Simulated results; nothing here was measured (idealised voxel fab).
Name of the process module below: voxel wiring stack
This is section cut - it's 210 nm across, gridded in 5 nm square cells.
The cross-sections in this document take the form of a grid made of square cells. They are written out as bands, in order from top to bottom. Each band consists of one or more rows of cells.
A band entry consists of two parts. The first gives the height of the band's top and the height of its bottom, in nm. The rest lists the band's materials from left to right, each with its width in nm. A single material labelled with the word "full width" fills the band from edge to edge, and the word "air" marks empty space.
Zero point of the height axis is 0; under it, received wafer = one material. Lowest band: continues down indefinitely, "z 0 and below".
Graded width ("30->40"): value in top row of band = first number; value in bottom row = second number; row-to-row change constant.
Key: "nothing was modified" - step with no changed cell in the cross-section.
Entry "Sealed internal voids" = empty spaces >= 8 cells with no open way to the top; each as width x height at distance, distance from left edge, all nm.
after a step's settings: what the simulator itself notes on the step
"overlay nm", when on a step's line for a step with a mask, measures how far to the right of its planned place the mask lay; a negative measure means to the left.
Before/after cross-section pairs, one process step each; after shown to lowest changed band; step and settings beneath. Pairs may be from different runs of this module on the same starting wafer; a pair continues from the one above only where its "Pre-step section" entry says so.

Pre-step section
	z 0 and below = Si full width
	Sealed internal voids: none

Post-Step Geometry
	z 10 to 0 = SiO2 full width
	For the remainder of the cross-section, below 0, there is no change.
	Sealed internal voids: none
Before/after cross-sections above; step in between: CONFORMAL_DEP with material SiO2, thk nm 10

Pre-step section: look at the pair above, its after cross-section is where this step starts.

Post-Step Geometry
	z 15 to 10 = TiN full width
	For the remainder of the cross-section, below 10, there is no change.
	Sealed internal voids: none
Before/after cross-sections above; step in between: DIRECTIONAL_DEP with material TiN, thk nm 5

Pre-step section: look at the pair above, its after cross-section is where this step starts.

Post-Step Geometry
	z 40 to 15 = W full width
	For the remainder of the cross-section, below 15, there is no change.
	Sealed internal voids: none
Before/after cross-sections above; step in between: DIRECTIONAL_DEP with material W, thk nm 25

Pre-step section: look at the pair above, its after cross-section is where this step starts.

Post-Step Geometry
	z 55 to 40 = aC full width
	For the remainder of the cross-section, below 40, there is no change.
	Sealed internal voids: none
Before/after cross-sections above; step in between: DIRECTIONAL_DEP with material aC, thk nm 15

Pre-step section: look at the pair above, its after cross-section is where this step starts.

Post-Step Geometry
	z 90 to 55 = 25 nm air / 20 nm resist / 25 nm air / 20 nm resist / 25 nm air / 20 nm resist / 25 nm air / 20 nm resist / 30 nm air
	For the remainder of the cross-section, below 55, there is no change.
	Sealed internal voids: none
Before/after cross-sections above; step in between: PATTERN with tone cover, mask id METAL_1, material resist, width nm 20, pitch nm 45, thk nm 35, overlay nm 0

Pre-step section: look at the pair above, its after cross-section is where this step starts.

Post-Step Geometry
	z 75 to 55 = 25 nm air / 20 nm resist / 25 nm air / 20 nm resist / 25 nm air / 20 nm resist / 25 nm air / 20 nm resist / 30 nm air
	z 55 to 40 = 25 nm air / 20 nm aC / 25 nm air / 20 nm aC / 25 nm air / 20 nm aC / 25 nm air / 20 nm aC / 30 nm air
	For the remainder of the cross-section, below 40, there is no change.
	Sealed internal voids: none
Before/after cross-sections above; step in between: DIRECTIONAL_ETCH with etch materials aC, depth nm 15

Pre-step section: look at the pair above, its after cross-section is where this step starts.

Post-Step Geometry
	z 55 to 40 = 25 nm air / 20 nm aC / 25 nm air / 20 nm aC / 25 nm air / 20 nm aC / 25 nm air / 20 nm aC / 30 nm air
	For the remainder of the cross-section, below 40, there is no change.
	Sealed internal voids: none
Before/after cross-sections above; step in between: STRIP with etch materials resist

Pre-step section: look at the pair above, its after cross-section is where this step starts.

Post-Step Geometry
	z 55 to 40 = 25 nm air / 20 nm aC / 25 nm air / 20 nm aC / 25 nm air / 20 nm aC / 25 nm air / 20 nm aC / 30 nm air
	z 40 to 15 = 25 nm air / 20 nm W / 25 nm air / 20 nm W / 25 nm air / 20 nm W / 25 nm air / 20 nm W / 30 nm air
	For the remainder of the cross-section, below 15, there is no change.
	Sealed internal voids: none
Before/after cross-sections above; step in between: DIRECTIONAL_ETCH with etch materials W, depth nm 25

Pre-step section: look at the pair above, its after cross-section is where this step starts.

Post-Step Geometry
	z 55 to 40 = 25 nm air / 20 nm aC / 25 nm air / 20 nm aC / 25 nm air / 20 nm aC / 25 nm air / 20 nm aC / 30 nm air
	z 40 to 15 = 25 nm air / 20 nm W / 25 nm air / 20 nm W / 25 nm air / 20 nm W / 25 nm air / 20 nm W / 30 nm air
	z 15 to 10 = 25 nm air / 20 nm TiN / 25 nm air / 20 nm TiN / 25 nm air / 20 nm TiN / 25 nm air / 20 nm TiN / 30 nm air
	For the remainder of the cross-section, below 10, there is no change.
	Sealed internal voids: none
Before/after cross-sections above; step in between: DIRECTIONAL_ETCH with etch materials TiN, depth nm 5

Pre-step section: look at the pair above, its after cross-section is where this step starts.

Post-Step Geometry
	z 40 to 15 = 25 nm air / 20 nm W / 25 nm air / 20 nm W / 25 nm air / 20 nm W / 25 nm air / 20 nm W / 30 nm air
	For the remainder of the cross-section, below 15, there is no change.
	Sealed internal voids: none
Before/after cross-sections above; step in between: STRIP with etch materials aC

Pre-step section: look at the pair above, its after cross-section is where this step starts.

Post-Step Geometry
	z 45 to 40 = 20 nm air / 30 nm SiN / 15 nm air / 30 nm SiN / 15 nm air / 30 nm SiN / 15 nm air / 30 nm SiN / 25 nm air
	z 40 to 15 = 20 nm air / 5 nm SiN / 20 nm W / 5 nm SiN / 15 nm air / 5 nm SiN / 20 nm W / 5 nm SiN / 15 nm air / 5 nm SiN / 20 nm W / 5 nm SiN / 15 nm air / 5 nm SiN / 20 nm W / 5 nm SiN / 25 nm air
	z 15 to 10 = 25 nm SiN / 20 nm TiN / 25 nm SiN / 20 nm TiN / 25 nm SiN / 20 nm TiN / 25 nm SiN / 20 nm TiN / 30 nm SiN
	For the remainder of the cross-section, below 10, there is no change.
	Sealed internal voids: none
Before/after cross-sections above; step in between: CONFORMAL_DEP with material SiN, thk nm 5

Pre-step section: look at the pair above, its after cross-section is where this step starts.

Post-Step Geometry
	z 50 to 45 = lowk full width
	z 45 to 40 = 20 nm lowk / 30 nm SiN / 15 nm lowk / 30 nm SiN / 15 nm lowk / 30 nm SiN / 15 nm lowk / 30 nm SiN / 25 nm lowk
	z 40 to 15 = 20 nm lowk / 5 nm SiN / 20 nm W / 5 nm SiN / 15 nm lowk / 5 nm SiN / 20 nm W / 5 nm SiN / 15 nm lowk / 5 nm SiN / 20 nm W / 5 nm SiN / 15 nm lowk / 5 nm SiN / 20 nm W / 5 nm SiN / 25 nm lowk
	For the remainder of the cross-section, below 15, there is no change.
	Sealed internal voids: none
Before/after cross-sections above; step in between: FILL_DEP with material lowk, thk nm 5

Pre-step section: look at the pair above, its after cross-section is where this step starts.

Post-Step Geometry
	z 40 to 15 = 20 nm lowk / 5 nm SiN / 20 nm W / 5 nm SiN / 15 nm lowk / 5 nm SiN / 20 nm W / 5 nm SiN / 15 nm lowk / 5 nm SiN / 20 nm W / 5 nm SiN / 15 nm lowk / 5 nm SiN / 20 nm W / 5 nm SiN / 25 nm lowk
	For the remainder of the cross-section, below 15, there is no change.
	Sealed internal voids: none
Before/after cross-sections above; step in between: CMP with height nm 40

Pre-step section: look at the pair above, its after cross-section is where this step starts.

Post-Step Geometry
	z 45 to 40 = SiCN full width
	For the remainder of the cross-section, below 40, there is no change.
	Sealed internal voids: none
Before/after cross-sections above; step in between: CONFORMAL_DEP with material SiCN, thk nm 5

Pre-step section: look at the pair above, its after cross-section is where this step starts.

Post-Step Geometry
	z 60 to 45 = lowk full width
	For the remainder of the cross-section, below 45, there is no change.
	Sealed internal voids: none
Before/after cross-sections above; step in between: DIRECTIONAL_DEP with material lowk, thk nm 15

Pre-step section: look at the pair above, its after cross-section is where this step starts.

Post-Step Geometry
	z 60 to 45 = 25 nm lowk / 15 nm air / 30 nm lowk / 15 nm air / 30 nm lowk / 15 nm air / 30 nm lowk / 15 nm air / 35 nm lowk
	For the remainder of the cross-section, below 45, there is no change.
	Sealed internal voids: none
Before/after cross-sections above; step in between: MASKED_ETCH with tone open, mask id PLUG_1, width nm 15, pitch nm 45, etch materials lowk, depth nm 15, overlay nm 0

Pre-step section: look at the pair above, its after cross-section is where this step starts.

Post-Step Geometry
	z 60 to 45 = 25 nm lowk / 15 nm air / 30 nm lowk / 15 nm air / 30 nm lowk / 15 nm air / 30 nm lowk / 15 nm air / 35 nm lowk
	z 45 to 40 = 25 nm SiCN / 15 nm air / 30 nm SiCN / 15 nm air / 30 nm SiCN / 15 nm air / 30 nm SiCN / 15 nm air / 35 nm SiCN
	For the remainder of the cross-section, below 40, there is no change.
	Sealed internal voids: none
Before/after cross-sections above; step in between: MASKED_ETCH with tone open, mask id PLUG_1, width nm 15, pitch nm 45, etch materials SiCN, depth nm 5, overlay nm 0

Pre-step section: look at the pair above, its after cross-section is where this step starts.

Post-Step Geometry
	z 65 to 60 = 30 nm TiN / 5 nm air / 40 nm TiN / 5 nm air / 40 nm TiN / 5 nm air / 40 nm TiN / 5 nm air / 40 nm TiN
	z 60 to 45 = 25 nm lowk / 5 nm TiN / 5 nm air / 5 nm TiN / 30 nm lowk / 5 nm TiN / 5 nm air / 5 nm TiN / 30 nm lowk / 5 nm TiN / 5 nm air / 5 nm TiN / 30 nm lowk / 5 nm TiN / 5 nm air / 5 nm TiN / 35 nm lowk
	z 45 to 40 = 25 nm SiCN / 15 nm TiN / 30 nm SiCN / 15 nm TiN / 30 nm SiCN / 15 nm TiN / 30 nm SiCN / 15 nm TiN / 35 nm SiCN
	For the remainder of the cross-section, below 40, there is no change.
	Sealed internal voids: none
Before/after cross-sections above; step in between: CONFORMAL_DEP with material TiN, thk nm 5

Pre-step section: look at the pair above, its after cross-section is where this step starts.

Post-Step Geometry
	z 70 to 65 = Ru full width
	z 65 to 60 = 30 nm TiN / 5 nm Ru / 40 nm TiN / 5 nm Ru / 40 nm TiN / 5 nm Ru / 40 nm TiN / 5 nm Ru / 40 nm TiN
	z 60 to 45 = 25 nm lowk / 5 nm TiN / 5 nm Ru / 5 nm TiN / 30 nm lowk / 5 nm TiN / 5 nm Ru / 5 nm TiN / 30 nm lowk / 5 nm TiN / 5 nm Ru / 5 nm TiN / 30 nm lowk / 5 nm TiN / 5 nm Ru / 5 nm TiN / 35 nm lowk
	For the remainder of the cross-section, below 45, there is no change.
	Sealed internal voids: none
Before/after cross-sections above; step in between: FILL_DEP with material Ru, thk nm 5

Pre-step section: look at the pair above, its after cross-section is where this step starts.

Post-Step Geometry
	z 60 to 45 = 25 nm lowk / 5 nm TiN / 5 nm Ru / 5 nm TiN / 30 nm lowk / 5 nm TiN / 5 nm Ru / 5 nm TiN / 30 nm lowk / 5 nm TiN / 5 nm Ru / 5 nm TiN / 30 nm lowk / 5 nm TiN / 5 nm Ru / 5 nm TiN / 35 nm lowk
	For the remainder of the cross-section, below 45, there is no change.
	Sealed internal voids: none
Before/after cross-sections above; step in between: CMP with height nm 60

Pre-step section: look at the pair above, its after cross-section is where this step starts.

Post-Step Geometry
	z 65 to 60 = TiN full width
	For the remainder of the cross-section, below 60, there is no change.
	Sealed internal voids: none
Before/after cross-sections above; step in between: DIRECTIONAL_DEP with material TiN, thk nm 5

Pre-step section: look at the pair above, its after cross-section is where this step starts.

Post-Step Geometry
	z 85 to 65 = W full width
	For the remainder of the cross-section, below 65, there is no change.
	Sealed internal voids: none
Before/after cross-sections above; step in between: DIRECTIONAL_DEP with material W, thk nm 20

Pre-step section: look at the pair above, its after cross-section is where this step starts.

Post-Step Geometry
	z 100 to 85 = 25 nm air / 20 nm resist / 25 nm air / 20 nm resist / 25 nm air / 20 nm resist / 25 nm air / 20 nm resist / 30 nm air
	For the remainder of the cross-section, below 85, there is no change.
	Sealed internal voids: none
Before/after cross-sections above; step in between: PATTERN with tone cover, mask id METAL_2, material resist, width nm 20, pitch nm 45, thk nm 15, overlay nm 0

Pre-step section: look at the pair above, its after cross-section is where this step starts.

Post-Step Geometry
	z 100 to 85 = 25 nm air / 20 nm resist / 25 nm air / 20 nm resist / 25 nm air / 20 nm resist / 25 nm air / 20 nm resist / 30 nm air
	z 85 to 65 = 25 nm air / 20 nm W / 25 nm air / 20 nm W / 25 nm air / 20 nm W / 25 nm air / 20 nm W / 30 nm air
	For the remainder of the cross-section, below 65, there is no change.
	Sealed internal voids: none
Before/after cross-sections above; step in between: DIRECTIONAL_ETCH with etch materials W, depth nm 20

Pre-step section: look at the pair above, its after cross-section is where this step starts.

Post-Step Geometry
	z 100 to 85 = 25 nm air / 20 nm resist / 25 nm air / 20 nm resist / 25 nm air / 20 nm resist / 25 nm air / 20 nm resist / 30 nm air
	z 85 to 65 = 25 nm air / 20 nm W / 25 nm air / 20 nm W / 25 nm air / 20 nm W / 25 nm air / 20 nm W / 30 nm air
	z 65 to 60 = 25 nm air / 20 nm TiN / 25 nm air / 20 nm TiN / 25 nm air / 20 nm TiN / 25 nm air / 20 nm TiN / 30 nm air
	For the remainder of the cross-section, below 60, there is no change.
	Sealed internal voids: none
Before/after cross-sections above; step in between: DIRECTIONAL_ETCH with etch materials TiN, depth nm 5

Pre-step section: look at the pair above, its after cross-section is where this step starts.

Post-Step Geometry
	z 85 to 65 = 25 nm air / 20 nm W / 25 nm air / 20 nm W / 25 nm air / 20 nm W / 25 nm air / 20 nm W / 30 nm air
	For the remainder of the cross-section, below 65, there is no change.
	Sealed internal voids: none
Before/after cross-sections above; step in between: STRIP with etch materials resist

Pre-step section: look at the pair above, its after cross-section is where this step starts.

Post-Step Geometry
	z 90 to 85 = 20 nm air / 30 nm SiN / 15 nm air / 30 nm SiN / 15 nm air / 30 nm SiN / 15 nm air / 30 nm SiN / 25 nm air
	z 85 to 65 = 20 nm air / 5 nm SiN / 20 nm W / 5 nm SiN / 15 nm air / 5 nm SiN / 20 nm W / 5 nm SiN / 15 nm air / 5 nm SiN / 20 nm W / 5 nm SiN / 15 nm air / 5 nm SiN / 20 nm W / 5 nm SiN / 25 nm air
	z 65 to 60 = 25 nm SiN / 20 nm TiN / 25 nm SiN / 20 nm TiN / 25 nm SiN / 20 nm TiN / 25 nm SiN / 20 nm TiN / 30 nm SiN
	For the remainder of the cross-section, below 60, there is no change.
	Sealed internal voids: none
Before/after cross-sections above; step in between: CONFORMAL_DEP with material SiN, thk nm 5

Pre-step section: look at the pair above, its after cross-section is where this step starts.

Post-Step Geometry
	z 95 to 90 = SiO2 full width
	z 90 to 85 = 20 nm SiO2 / 30 nm SiN / 15 nm SiO2 / 30 nm SiN / 15 nm SiO2 / 30 nm SiN / 15 nm SiO2 / 30 nm SiN / 25 nm SiO2
	z 85 to 65 = 20 nm SiO2 / 5 nm SiN / 20 nm W / 5 nm SiN / 15 nm SiO2 / 5 nm SiN / 20 nm W / 5 nm SiN / 15 nm SiO2 / 5 nm SiN / 20 nm W / 5 nm SiN / 15 nm SiO2 / 5 nm SiN / 20 nm W / 5 nm SiN / 25 nm SiO2
	For the remainder of the cross-section, below 65, there is no change.
	Sealed internal voids: none
Before/after cross-sections above; step in between: FILL_DEP with material SiO2, thk nm 5

Pre-step section: look at the pair above, its after cross-section is where this step starts.

Post-Step Geometry
	z 85 to 65 = 20 nm SiO2 / 5 nm SiN / 20 nm W / 5 nm SiN / 15 nm SiO2 / 5 nm SiN / 20 nm W / 5 nm SiN / 15 nm SiO2 / 5 nm SiN / 20 nm W / 5 nm SiN / 15 nm SiO2 / 5 nm SiN / 20 nm W / 5 nm SiN / 25 nm SiO2
	For the remainder of the cross-section, below 65, there is no change.
	Sealed internal voids: none
Before/after cross-sections above; step in between: CMP with height nm 85

Pre-step section: look at the pair above, its after cross-section is where this step starts.

Post-Step Geometry
	z 90 to 85 = SiN full width
	For the remainder of the cross-section, below 85, there is no change.
	Sealed internal voids: none
Before/after cross-sections above; step in between: CONFORMAL_DEP with material SiN, thk nm 5

Pre-step section
	z 10 to 0 = SiO2 full width
	z 0 and below = Si full width
	Sealed internal voids: none

Post-Step Geometry
	z 35 to 10 = W full width
	For the remainder of the cross-section, below 10, there is no change.
	Sealed internal voids: none
Before/after cross-sections above; step in between: DIRECTIONAL_DEP with material W, thk nm 25

Pre-step section: look at the pair above, its after cross-section is where this step starts.

Post-Step Geometry
	z 50 to 35 = aC full width
	For the remainder of the cross-section, below 35, there is no change.
	Sealed internal voids: none
Before/after cross-sections above; step in between: DIRECTIONAL_DEP with material aC, thk nm 15

Pre-step section: look at the pair above, its after cross-section is where this step starts.

Post-Step Geometry
	z 85 to 50 = 25 nm air / 20 nm resist / 25 nm air / 20 nm resist / 25 nm air / 20 nm resist / 25 nm air / 20 nm resist / 30 nm air
	For the remainder of the cross-section, below 50, there is no change.
	Sealed internal voids: none
Before/after cross-sections above; step in between: PATTERN with tone cover, mask id METAL_1, material resist, width nm 20, pitch nm 45, thk nm 35, overlay nm 0

Pre-step section: look at the pair above, its after cross-section is where this step starts.

Post-Step Geometry
	z 70 to 50 = 25 nm air / 20 nm resist / 25 nm air / 20 nm resist / 25 nm air / 20 nm resist / 25 nm air / 20 nm resist / 30 nm air
	z 50 to 35 = 25 nm air / 20 nm aC / 25 nm air / 20 nm aC / 25 nm air / 20 nm aC / 25 nm air / 20 nm aC / 30 nm air
	For the remainder of the cross-section, below 35, there is no change.
	Sealed internal voids: none
Before/after cross-sections above; step in between: DIRECTIONAL_ETCH with etch materials aC, depth nm 15

Pre-step section: look at the pair above, its after cross-section is where this step starts.

Post-Step Geometry
	z 50 to 35 = 25 nm air / 20 nm aC / 25 nm air / 20 nm aC / 25 nm air / 20 nm aC / 25 nm air / 20 nm aC / 30 nm air
	For the remainder of the cross-section, below 35, there is no change.
	Sealed internal voids: none
Before/after cross-sections above; step in between: STRIP with etch materials resist

Pre-step section: look at the pair above, its after cross-section is where this step starts.

Post-Step Geometry
	z 50 to 35 = 25 nm air / 20 nm aC / 25 nm air / 20 nm aC / 25 nm air / 20 nm aC / 25 nm air / 20 nm aC / 30 nm air
	z 35 to 10 = 25 nm air / 20 nm W / 25 nm air / 20 nm W / 25 nm air / 20 nm W / 25 nm air / 20 nm W / 30 nm air
	For the remainder of the cross-section, below 10, there is no change.
	Sealed internal voids: none
Before/after cross-sections above; step in between: DIRECTIONAL_ETCH with etch materials W, depth nm 25

Pre-step section: look at the pair above, its after cross-section is where this step starts.

Post-Step Geometry
	z 35 to 10 = 25 nm air / 20 nm W / 25 nm air / 20 nm W / 25 nm air / 20 nm W / 25 nm air / 20 nm W / 30 nm air
	For the remainder of the cross-section, below 10, there is no change.
	Sealed internal voids: none
Before/after cross-sections above; step in between: STRIP with etch materials aC

Pre-step section: look at the pair above, its after cross-section is where this step starts.

Post-Step Geometry
	z 40 to 35 = 20 nm air / 30 nm SiN / 15 nm air / 30 nm SiN / 15 nm air / 30 nm SiN / 15 nm air / 30 nm SiN / 25 nm air
	z 35 to 15 = 20 nm air / 5 nm SiN / 20 nm W / 5 nm SiN / 15 nm air / 5 nm SiN / 20 nm W / 5 nm SiN / 15 nm air / 5 nm SiN / 20 nm W / 5 nm SiN / 15 nm air / 5 nm SiN / 20 nm W / 5 nm SiN / 25 nm air
	z 15 to 10 = 25 nm SiN / 20 nm W / 25 nm SiN / 20 nm W / 25 nm SiN / 20 nm W / 25 nm SiN / 20 nm W / 30 nm SiN
	For the remainder of the cross-section, below 10, there is no change.
	Sealed internal voids: none
Before/after cross-sections above; step in between: CONFORMAL_DEP with material SiN, thk nm 5

Pre-step section: look at the pair above, its after cross-section is where this step starts.

Post-Step Geometry
	z 45 to 40 = lowk full width
	z 40 to 35 = 20 nm lowk / 30 nm SiN / 15 nm lowk / 30 nm SiN / 15 nm lowk / 30 nm SiN / 15 nm lowk / 30 nm SiN / 25 nm lowk
	z 35 to 15 = 20 nm lowk / 5 nm SiN / 20 nm W / 5 nm SiN / 15 nm lowk / 5 nm SiN / 20 nm W / 5 nm SiN / 15 nm lowk / 5 nm SiN / 20 nm W / 5 nm SiN / 15 nm lowk / 5 nm SiN / 20 nm W / 5 nm SiN / 25 nm lowk
	For the remainder of the cross-section, below 15, there is no change.
	Sealed internal voids: none
Before/after cross-sections above; step in between: FILL_DEP with material lowk, thk nm 5

Pre-step section: look at the pair above, its after cross-section is where this step starts.

Post-Step Geometry
	z 40 to 35 = 20 nm lowk / 30 nm SiN / 15 nm lowk / 30 nm SiN / 15 nm lowk / 30 nm SiN / 15 nm lowk / 30 nm SiN / 25 nm lowk
	For the remainder of the cross-section, below 35, there is no change.
	Sealed internal voids: none
Before/after cross-sections above; step in between: CMP with height nm 40

Pre-step section: look at the pair above, its after cross-section is where this step starts.

Post-Step Geometry
	z 45 to 40 = SiCN full width
	For the remainder of the cross-section, below 40, there is no change.
	Sealed internal voids: none
Before/after cross-sections above; step in between: CONFORMAL_DEP with material SiCN, thk nm 5

Pre-step section: look at the pair above, its after cross-section is where this step starts.

Post-Step Geometry
	z 60 to 45 = lowk full width
	For the remainder of the cross-section, below 45, there is no change.
	Sealed internal voids: none
Before/after cross-sections above; step in between: DIRECTIONAL_DEP with material lowk, thk nm 15

Pre-step section: look at the pair above, its after cross-section is where this step starts.

Post-Step Geometry
	z 60 to 45 = 25 nm lowk / 15 nm air / 30 nm lowk / 15 nm air / 30 nm lowk / 15 nm air / 30 nm lowk / 15 nm air / 35 nm lowk
	For the remainder of the cross-section, below 45, there is no change.
	Sealed internal voids: none
Before/after cross-sections above; step in between: MASKED_ETCH with tone open, mask id PLUG_1, width nm 15, pitch nm 45, etch materials lowk, depth nm 15, overlay nm 0

Pre-step section: look at the pair above, its after cross-section is where this step starts.

Post-Step Geometry
	z 60 to 45 = 25 nm lowk / 15 nm air / 30 nm lowk / 15 nm air / 30 nm lowk / 15 nm air / 30 nm lowk / 15 nm air / 35 nm lowk
	z 45 to 40 = 25 nm SiCN / 15 nm air / 30 nm SiCN / 15 nm air / 30 nm SiCN / 15 nm air / 30 nm SiCN / 15 nm air / 35 nm SiCN
	For the remainder of the cross-section, below 40, there is no change.
	Sealed internal voids: none
Before/after cross-sections above; step in between: MASKED_ETCH with tone open, mask id PLUG_1, width nm 15, pitch nm 45, etch materials SiCN, depth nm 5, overlay nm 0

Pre-step section: look at the pair above, its after cross-section is where this step starts.

Post-Step Geometry
	z 65 to 60 = 30 nm TiN / 5 nm air / 40 nm TiN / 5 nm air / 40 nm TiN / 5 nm air / 40 nm TiN / 5 nm air / 40 nm TiN
	z 60 to 45 = 25 nm lowk / 5 nm TiN / 5 nm air / 5 nm TiN / 30 nm lowk / 5 nm TiN / 5 nm air / 5 nm TiN / 30 nm lowk / 5 nm TiN / 5 nm air / 5 nm TiN / 30 nm lowk / 5 nm TiN / 5 nm air / 5 nm TiN / 35 nm lowk
	z 45 to 40 = 25 nm SiCN / 15 nm TiN / 30 nm SiCN / 15 nm TiN / 30 nm SiCN / 15 nm TiN / 30 nm SiCN / 15 nm TiN / 35 nm SiCN
	For the remainder of the cross-section, below 40, there is no change.
	Sealed internal voids: none
Before/after cross-sections above; step in between: CONFORMAL_DEP with material TiN, thk nm 5

Pre-step section: look at the pair above, its after cross-section is where this step starts.

Post-Step Geometry
	z 70 to 65 = Ru full width
	z 65 to 60 = 30 nm TiN / 5 nm Ru / 40 nm TiN / 5 nm Ru / 40 nm TiN / 5 nm Ru / 40 nm TiN / 5 nm Ru / 40 nm TiN
	z 60 to 45 = 25 nm lowk / 5 nm TiN / 5 nm Ru / 5 nm TiN / 30 nm lowk / 5 nm TiN / 5 nm Ru / 5 nm TiN / 30 nm lowk / 5 nm TiN / 5 nm Ru / 5 nm TiN / 30 nm lowk / 5 nm TiN / 5 nm Ru / 5 nm TiN / 35 nm lowk
	For the remainder of the cross-section, below 45, there is no change.
	Sealed internal voids: none
Before/after cross-sections above; step in between: FILL_DEP with material Ru, thk nm 5

Pre-step section: look at the pair above, its after cross-section is where this step starts.

Post-Step Geometry
	z 60 to 45 = 25 nm lowk / 5 nm TiN / 5 nm Ru / 5 nm TiN / 30 nm lowk / 5 nm TiN / 5 nm Ru / 5 nm TiN / 30 nm lowk / 5 nm TiN / 5 nm Ru / 5 nm TiN / 30 nm lowk / 5 nm TiN / 5 nm Ru / 5 nm TiN / 35 nm lowk
	For the remainder of the cross-section, below 45, there is no change.
	Sealed internal voids: none
Before/after cross-sections above; step in between: CMP with height nm 60

Pre-step section: look at the pair above, its after cross-section is where this step starts.

Post-Step Geometry
	z 65 to 60 = TiN full width
	For the remainder of the cross-section, below 60, there is no change.
	Sealed internal voids: none
Before/after cross-sections above; step in between: DIRECTIONAL_DEP with material TiN, thk nm 5

Pre-step section: look at the pair above, its after cross-section is where this step starts.

Post-Step Geometry
	z 85 to 65 = W full width
	For the remainder of the cross-section, below 65, there is no change.
	Sealed internal voids: none
Before/after cross-sections above; step in between: DIRECTIONAL_DEP with material W, thk nm 20

Pre-step section: look at the pair above, its after cross-section is where this step starts.

Post-Step Geometry
	z 100 to 85 = 25 nm air / 20 nm resist / 25 nm air / 20 nm resist / 25 nm air / 20 nm resist / 25 nm air / 20 nm resist / 30 nm air
	For the remainder of the cross-section, below 85, there is no change.
	Sealed internal voids: none
Before/after cross-sections above; step in between: PATTERN with tone cover, mask id METAL_2, material resist, width nm 20, pitch nm 45, thk nm 15, overlay nm 0

Pre-step section: look at the pair above, its after cross-section is where this step starts.

Post-Step Geometry
	z 100 to 85 = 25 nm air / 20 nm resist / 25 nm air / 20 nm resist / 25 nm air / 20 nm resist / 25 nm air / 20 nm resist / 30 nm air
	z 85 to 65 = 25 nm air / 20 nm W / 25 nm air / 20 nm W / 25 nm air / 20 nm W / 25 nm air / 20 nm W / 30 nm air
	For the remainder of the cross-section, below 65, there is no change.
	Sealed internal voids: none
Before/after cross-sections above; step in between: DIRECTIONAL_ETCH with etch materials W, depth nm 20

Pre-step section: look at the pair above, its after cross-section is where this step starts.

Post-Step Geometry
	z 100 to 85 = 25 nm air / 20 nm resist / 25 nm air / 20 nm resist / 25 nm air / 20 nm resist / 25 nm air / 20 nm resist / 30 nm air
	z 85 to 65 = 25 nm air / 20 nm W / 25 nm air / 20 nm W / 25 nm air / 20 nm W / 25 nm air / 20 nm W / 30 nm air
	z 65 to 60 = 25 nm air / 20 nm TiN / 25 nm air / 20 nm TiN / 25 nm air / 20 nm TiN / 25 nm air / 20 nm TiN / 30 nm air
	For the remainder of the cross-section, below 60, there is no change.
	Sealed internal voids: none
Before/after cross-sections above; step in between: DIRECTIONAL_ETCH with etch materials TiN, depth nm 5

Pre-step section: look at the pair above, its after cross-section is where this step starts.

Post-Step Geometry
	z 85 to 65 = 25 nm air / 20 nm W / 25 nm air / 20 nm W / 25 nm air / 20 nm W / 25 nm air / 20 nm W / 30 nm air
	For the remainder of the cross-section, below 65, there is no change.
	Sealed internal voids: none
Before/after cross-sections above; step in between: STRIP with etch materials resist

Pre-step section: look at the pair above, its after cross-section is where this step starts.

Post-Step Geometry
	z 90 to 85 = 20 nm air / 30 nm SiN / 15 nm air / 30 nm SiN / 15 nm air / 30 nm SiN / 15 nm air / 30 nm SiN / 25 nm air
	z 85 to 65 = 20 nm air / 5 nm SiN / 20 nm W / 5 nm SiN / 15 nm air / 5 nm SiN / 20 nm W / 5 nm SiN / 15 nm air / 5 nm SiN / 20 nm W / 5 nm SiN / 15 nm air / 5 nm SiN / 20 nm W / 5 nm SiN / 25 nm air
	z 65 to 60 = 25 nm SiN / 20 nm TiN / 25 nm SiN / 20 nm TiN / 25 nm SiN / 20 nm TiN / 25 nm SiN / 20 nm TiN / 30 nm SiN
	For the remainder of the cross-section, below 60, there is no change.
	Sealed internal voids: none
Before/after cross-sections above; step in between: CONFORMAL_DEP with material SiN, thk nm 5

Pre-step section: look at the pair above, its after cross-section is where this step starts.

Post-Step Geometry
	z 95 to 90 = SiO2 full width
	z 90 to 85 = 20 nm SiO2 / 30 nm SiN / 15 nm SiO2 / 30 nm SiN / 15 nm SiO2 / 30 nm SiN / 15 nm SiO2 / 30 nm SiN / 25 nm SiO2
	z 85 to 65 = 20 nm SiO2 / 5 nm SiN / 20 nm W / 5 nm SiN / 15 nm SiO2 / 5 nm SiN / 20 nm W / 5 nm SiN / 15 nm SiO2 / 5 nm SiN / 20 nm W / 5 nm SiN / 15 nm SiO2 / 5 nm SiN / 20 nm W / 5 nm SiN / 25 nm SiO2
	For the remainder of the cross-section, below 65, there is no change.
	Sealed internal voids: none
Before/after cross-sections above; step in between: FILL_DEP with material SiO2, thk nm 5

Pre-step section: look at the pair above, its after cross-section is where this step starts.

Post-Step Geometry
	z 85 to 65 = 20 nm SiO2 / 5 nm SiN / 20 nm W / 5 nm SiN / 15 nm SiO2 / 5 nm SiN / 20 nm W / 5 nm SiN / 15 nm SiO2 / 5 nm SiN / 20 nm W / 5 nm SiN / 15 nm SiO2 / 5 nm SiN / 20 nm W / 5 nm SiN / 25 nm SiO2
	For the remainder of the cross-section, below 65, there is no change.
	Sealed internal voids: none
Before/after cross-sections above; step in between: CMP with height nm 85

Pre-step section: look at the pair above, its after cross-section is where this step starts.

Post-Step Geometry
	z 90 to 85 = SiN full width
	For the remainder of the cross-section, below 85, there is no change.
	Sealed internal voids: none
Before/after cross-sections above; step in between: CONFORMAL_DEP with material SiN, thk nm 5

Pre-step section
	z 35 to 10 = W full width
	z 10 to 0 = SiO2 full width
	z 0 and below = Si full width
	Sealed internal voids: none

Post-Step Geometry
	z 40 to 35 = TiN full width
	For the remainder of the cross-section, below 35, there is no change.
	Sealed internal voids: none
Before/after cross-sections above; step in between: DIRECTIONAL_DEP with material TiN, thk nm 5

Pre-step section: look at the pair above, its after cross-section is where this step starts.

Post-Step Geometry
	z 55 to 40 = aC full width
	For the remainder of the cross-section, below 40, there is no change.
	Sealed internal voids: none
Before/after cross-sections above; step in between: DIRECTIONAL_DEP with material aC, thk nm 15

Pre-step section: look at the pair above, its after cross-section is where this step starts.

Post-Step Geometry
	z 90 to 55 = 25 nm air / 20 nm resist / 25 nm air / 20 nm resist / 25 nm air / 20 nm resist / 25 nm air / 20 nm resist / 30 nm air
	For the remainder of the cross-section, below 55, there is no change.
	Sealed internal voids: none
Before/after cross-sections above; step in between: PATTERN with tone cover, mask id METAL_1, material resist, width nm 20, pitch nm 45, thk nm 35, overlay nm 0
